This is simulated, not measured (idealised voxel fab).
The following is a process module called voxel gate over fins.
In the cross-section labelled cut, the width is 225 nm and each square cell is 5 nm.
A cross-section is written here as square cells arranged in a grid, and it is given in bands from the top down, each band taking up one or more rows of cells. Band: top and bottom heights (nm) first, top before bottom; then materials from left to right, widths in nm. "edge to edge" marks a sole material filling the band edge to edge. "blank" denotes empty space. Heights are measured from 0, the level below which the as-received wafer is all one material; the lowest band has no bottom and continues downward, written as in "from 0 down". The notation "30..40" denotes a width that varies across the rows of cells in the band, beginning at the first number in the top row, finishing at the second number in the bottom row, and changing by an identical amount from each row to the next. What does "left unchanged" mean for a step? It means no cell of the cross-section changed in that step. Entry "Trapped voids" = empty spaces >= 8 cells with no open way to the top; each as width x height at distance, distance from left edge, all nm. after a step's settings: what the simulator itself notes on the step. You can add "overlay nm" to a step's line. For a step with a mask, it describes how far the mask lay to the right of its planned position, and a negative number describes a lay to the left.

Listed below are the process steps as planned:
1 RECEIVE, material Si
2 CONFORMAL_DEP, material SiN, thk nm 10
3 PATTERN, tone cover, mask id FINS, material resist, width nm 15, pitch nm 35, thk nm 20, overlay nm 0
4 DIRECTIONAL_ETCH, etch materials SiN, depth nm 10
5 DIRECTIONAL_ETCH, etch materials Si, depth nm 30
6 STRIP, etch materials resist
7 OXIDIZE, depth nm 5
8 FILL_DEP, material SiO2, thk nm 10
9 CMP, height nm 10
10 SELECTIVE_ETCH, etch materials SiO2, depth nm 25
11 STRIP, etch materials SiN
12 CONFORMAL_DEP, material HfO2, thk nm 5
13 CONFORMAL_DEP, material TiN, thk nm 5
14 CONFORMAL_DEP, material TiAl, thk nm 5
15 CONFORMAL_DEP, material TiN, thk nm 5
16 FILL_DEP, material W, thk nm 15
17 CMP, height nm 30
18 CONFORMAL_DEP, material SiN, thk nm 10

Wafer at receipt (post step 1), cross-section:
    from 0 down: Si edge to edge
    Trapped voids: none

Cross-section taken at module completion on the first of two wafers; processed per the plan:
    from 40 to 30: SiN edge to edge
    from 30 to 20: W edge to edge
    from 20 to 15: W=55, TiN=115, W=55
    from 15 to 10: W=55, TiN=5, TiAl=105, TiN=5, W=55
    from 10 to 5: W=55, TiN=5, TiAl=5, TiN=25, TiAl=10, TiN=25, TiAl=10, TiN=25, TiAl=5, TiN=5, W=55
    from 5 to 0: TiN=60, TiAl=5, TiN=5, HfO2=15, TiN=5, TiAl=10, TiN=5, HfO2=15, TiN=5, TiAl=10, TiN=5, HfO2=15, TiN=5, TiAl=5, TiN=60
    from 0 to -5: TiAl=65, TiN=5, HfO2=5, Si=5, HfO2=5, TiN=5, TiAl=10, TiN=5, HfO2=5, Si=5, HfO2=5, TiN=5, TiAl=10, TiN=5, HfO2=5, Si=5, HfO2=5, TiN=5, TiAl=65
    from -5 to -10: TiN=70, HfO2=5, Si=5, HfO2=5, TiN=20, HfO2=5, Si=5, HfO2=5, TiN=20, HfO2=5, Si=5, HfO2=5, TiN=70
    from -10 to -15: HfO2=75, Si=5, HfO2=30, Si=5, HfO2=30, Si=5, HfO2=75
    from -15 to -35: SiO2=75, Si=5, SiO2=30, Si=5, SiO2=30, Si=5, SiO2=75
    from -35 down: Si edge to edge
    Trapped voids: none

Wafer two, end of module, cross-section. Same start, same plan as wafer one. One mistake in the run:
    from 40 to 30: SiN edge to edge
    from 30 to 20: W edge to edge
    from 20 to 15: W=55, TiN=115, W=55
    from 15 to 10: W=55, TiN=5, TiAl=105, TiN=5, W=55
    from 10 to 5: W=55, TiN=5, TiAl=5, TiN=25, TiAl=10, TiN=25, TiAl=10, TiN=25, TiAl=5, TiN=5, W=55
    from 5 to 0: TiN=60, TiAl=5, TiN=5, HfO2=15, TiN=5, TiAl=10, TiN=5, HfO2=15, TiN=5, TiAl=10, TiN=5, HfO2=15, TiN=5, TiAl=5, TiN=60
    from 0 to -5: TiAl=65, TiN=5, HfO2=5, Si=5, HfO2=5, TiN=5, TiAl=10, TiN=5, HfO2=5, Si=5, HfO2=5, TiN=5, TiAl=10, TiN=5, HfO2=5, Si=5, HfO2=5, TiN=5, TiAl=65
    from -5 to -10: TiN=70, HfO2=5, Si=5, HfO2=5, TiN=20, HfO2=5, Si=5, HfO2=5, TiN=20, HfO2=5, Si=5, HfO2=5, TiN=70
    from -10 to -15: HfO2=75, Si=5, HfO2=30, Si=5, HfO2=30, Si=5, HfO2=75
    from -15 to -65: SiO2=75, Si=5, SiO2=30, Si=5, SiO2=30, Si=5, SiO2=75
    from -65 down: Si edge to edge
    Trapped voids: none
Short version of what went wrong: plan step 5 was twice executed
In the final state, the cell counts of the second wafer exceed or fall short of those of the first for the following materials: -252 Si; +252 SiO2
